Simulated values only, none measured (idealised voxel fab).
process module | voxel double patterning
cross-section cut | 300 nm wide | cells 5 nm
A cross-section is a grid of square cells, given in bands from the top down. A band is one or more rows of cells.
Each band's line starts with the height of the band's top and of its bottom, in nm. Then come its materials from left to right, each with its width in nm. One material with "throughout" fills the band from edge to edge. "air" is empty space.
Height 0 is the level under which the wafer as received is all one material. The lowest band goes on downwards, as in "0 down".
A width such as "30 to 40" changes by the same amount from each row of cells to the next, from the band's top row to its bottom row.
"no change" after a step means that no cell of the cross-section changed.
closed voids: empty space of 8 cells or more with no open way to the top, each as width x height at its distance from the left edge, in nm
after a step's settings: what the simulator itself notes on the step
overlay nm, on a step with a mask: how far to the right of its planned place the mask lay; to the left if negative
plan
1 op RECEIVE | material Si
2 op CONFORMAL_DEP | material SiN | thk nm 5
3 op DIRECTIONAL_DEP | material SiO2 | thk nm 20
4 op DIRECTIONAL_DEP | material SiCN | thk nm 10
5 op DIRECTIONAL_DEP | material aC | thk nm 10
6 op PATTERN | tone open | mask id FIRST | material resist | width nm 15 | pitch nm 50 | thk nm 25 | overlay nm 0
7 op DIRECTIONAL_ETCH | etch materials aC | depth nm 10
8 op STRIP | etch materials resist
9 op DIRECTIONAL_ETCH | etch materials SiCN | depth nm 10
10 op STRIP | etch materials aC
11 op DIRECTIONAL_DEP | material aC | thk nm 10
12 op PATTERN | tone open | mask id SECOND | material resist | width nm 15 | pitch nm 50 | thk nm 30 | overlay nm 0
13 op DIRECTIONAL_ETCH | etch materials aC | depth nm 10
14 op STRIP | etch materials resist
15 op DIRECTIONAL_ETCH | etch materials SiCN | depth nm 10
16 op STRIP | etch materials aC
17 op DIRECTIONAL_ETCH | etch materials SiO2 | depth nm 20
18 op STRIP | etch materials SiCN
first wafer, as planned
as received, after step 1
  0 down: Si throughout
  closed voids: none
after step 2
  5 to 0: SiN throughout
  below 0: unchanged
after step 3
  25 to 5: SiO2 throughout
  below 5: unchanged
after step 4
  35 to 25: SiCN throughout
  below 25: unchanged
after step 5
  45 to 35: aC throughout
  below 35: unchanged
after step 6
  70 to 45: resist 90 | air 15 | resist 35 | air 15 | resist 35 | air 15 | resist 95
  below 45: unchanged
after step 7
  60 to 45: resist 90 | air 15 | resist 35 | air 15 | resist 35 | air 15 | resist 95
  45 to 35: aC 90 | air 15 | aC 35 | air 15 | aC 35 | air 15 | aC 95
  below 35: unchanged
after step 8
  45 to 35: aC 90 | air 15 | aC 35 | air 15 | aC 35 | air 15 | aC 95
  below 35: unchanged
after step 9
  45 to 35: aC 90 | air 15 | aC 35 | air 15 | aC 35 | air 15 | aC 95
  35 to 25: SiCN 90 | air 15 | SiCN 35 | air 15 | SiCN 35 | air 15 | SiCN 95
  below 25: unchanged
after step 10
  35 to 25: SiCN 90 | air 15 | SiCN 35 | air 15 | SiCN 35 | air 15 | SiCN 95
  below 25: unchanged
after step 11
  45 to 35: aC 90 | air 15 | aC 35 | air 15 | aC 35 | air 15 | aC 95
  35 to 25: SiCN 90 | aC 15 | SiCN 35 | aC 15 | SiCN 35 | aC 15 | SiCN 95
  below 25: unchanged
after step 12
  75 to 45: resist 115 | air 15 | resist 35 | air 15 | resist 120
  45 to 35: aC 90 | resist 15 | aC 35 | resist 15 | aC 35 | resist 15 | aC 95
  below 35: unchanged
after step 13
  65 to 45: resist 115 | air 15 | resist 35 | air 15 | resist 120
  45 to 35: aC 90 | resist 15 | aC 10 | air 15 | aC 10 | resist 15 | aC 10 | air 15 | aC 10 | resist 15 | aC 95
  below 35: unchanged
after step 14
  45 to 35: aC 90 | air 15 | aC 10 | air 15 | aC 10 | air 15 | aC 10 | air 15 | aC 10 | air 15 | aC 95
  below 35: unchanged
after step 15
  45 to 35: aC 90 | air 15 | aC 10 | air 15 | aC 10 | air 15 | aC 10 | air 15 | aC 10 | air 15 | aC 95
  35 to 25: SiCN 90 | aC 15 | SiCN 10 | air 15 | SiCN 10 | aC 15 | SiCN 10 | air 15 | SiCN 10 | aC 15 | SiCN 95
  below 25: unchanged
after step 16
  35 to 25: SiCN 90 | air 15 | SiCN 10 | air 15 | SiCN 10 | air 15 | SiCN 10 | air 15 | SiCN 10 | air 15 | SiCN 95
  below 25: unchanged
after step 17
  35 to 25: SiCN 90 | air 15 | SiCN 10 | air 15 | SiCN 10 | air 15 | SiCN 10 | air 15 | SiCN 10 | air 15 | SiCN 95
  25 to 5: SiO2 90 | air 15 | SiO2 10 | air 15 | SiO2 10 | air 15 | SiO2 10 | air 15 | SiO2 10 | air 15 | SiO2 95
  below 5: unchanged
after step 18
  25 to 5: SiO2 90 | air 15 | SiO2 10 | air 15 | SiO2 10 | air 15 | SiO2 10 | air 15 | SiO2 10 | air 15 | SiO2 95
  below 5: unchanged
second wafer: like start, like plan, one mistake. Through step 2 it matches the first wafer
when step 3 should have ended
  15 to 5: SiO2 throughout
  below 5: unchanged
when step 4 should have ended
  25 to 15: SiCN throughout
  below 15: unchanged
when step 5 should have ended
  35 to 25: aC throughout
  below 25: unchanged
when step 6 should have ended
  60 to 35: resist 90 | air 15 | resist 35 | air 15 | resist 35 | air 15 | resist 95
  below 35: unchanged
when step 7 should have ended
  50 to 35: resist 90 | air 15 | resist 35 | air 15 | resist 35 | air 15 | resist 95
  35 to 25: aC 90 | air 15 | aC 35 | air 15 | aC 35 | air 15 | aC 95
  below 25: unchanged
when step 8 should have ended
  35 to 25: aC 90 | air 15 | aC 35 | air 15 | aC 35 | air 15 | aC 95
  below 25: unchanged
when step 9 should have ended
  35 to 25: aC 90 | air 15 | aC 35 | air 15 | aC 35 | air 15 | aC 95
  25 to 15: SiCN 90 | air 15 | SiCN 35 | air 15 | SiCN 35 | air 15 | SiCN 95
  below 15: unchanged
when step 10 should have ended
  25 to 15: SiCN 90 | air 15 | SiCN 35 | air 15 | SiCN 35 | air 15 | SiCN 95
  below 15: unchanged
when step 11 should have ended
  35 to 25: aC 90 | air 15 | aC 35 | air 15 | aC 35 | air 15 | aC 95
  25 to 15: SiCN 90 | aC 15 | SiCN 35 | aC 15 | SiCN 35 | aC 15 | SiCN 95
  below 15: unchanged
when step 12 should have ended
  65 to 35: resist 115 | air 15 | resist 35 | air 15 | resist 120
  35 to 25: aC 90 | resist 15 | aC 35 | resist 15 | aC 35 | resist 15 | aC 95
  below 25: unchanged
when step 13 should have ended
  55 to 35: resist 115 | air 15 | resist 35 | air 15 | resist 120
  35 to 25: aC 90 | resist 15 | aC 10 | air 15 | aC 10 | resist 15 | aC 10 | air 15 | aC 10 | resist 15 | aC 95
  below 25: unchanged
when step 14 should have ended
  35 to 25: aC 90 | air 15 | aC 10 | air 15 | aC 10 | air 15 | aC 10 | air 15 | aC 10 | air 15 | aC 95
  below 25: unchanged
when step 15 should have ended
  35 to 25: aC 90 | air 15 | aC 10 | air 15 | aC 10 | air 15 | aC 10 | air 15 | aC 10 | air 15 | aC 95
  25 to 15: SiCN 90 | aC 15 | SiCN 10 | air 15 | SiCN 10 | aC 15 | SiCN 10 | air 15 | SiCN 10 | aC 15 | SiCN 95
  below 15: unchanged
when step 16 should have ended
  25 to 15: SiCN 90 | air 15 | SiCN 10 | air 15 | SiCN 10 | air 15 | SiCN 10 | air 15 | SiCN 10 | air 15 | SiCN 95
  below 15: unchanged
when step 17 should have ended
  25 to 15: SiCN 90 | air 15 | SiCN 10 | air 15 | SiCN 10 | air 15 | SiCN 10 | air 15 | SiCN 10 | air 15 | SiCN 95
  15 to 5: SiO2 90 | air 15 | SiO2 10 | air 15 | SiO2 10 | air 15 | SiO2 10 | air 15 | SiO2 10 | air 15 | SiO2 95
  below 5: unchanged
when step 18 should have ended
  15 to 5: SiO2 90 | air 15 | SiO2 10 | air 15 | SiO2 10 | air 15 | SiO2 10 | air 15 | SiO2 10 | air 15 | SiO2 95
  below 5: unchanged
what went wrong: step 3 ran as: op DIRECTIONAL_DEP | material SiO2 | thk nm 10
at the end the second wafer has, in cells: 90 fewer of SiO2
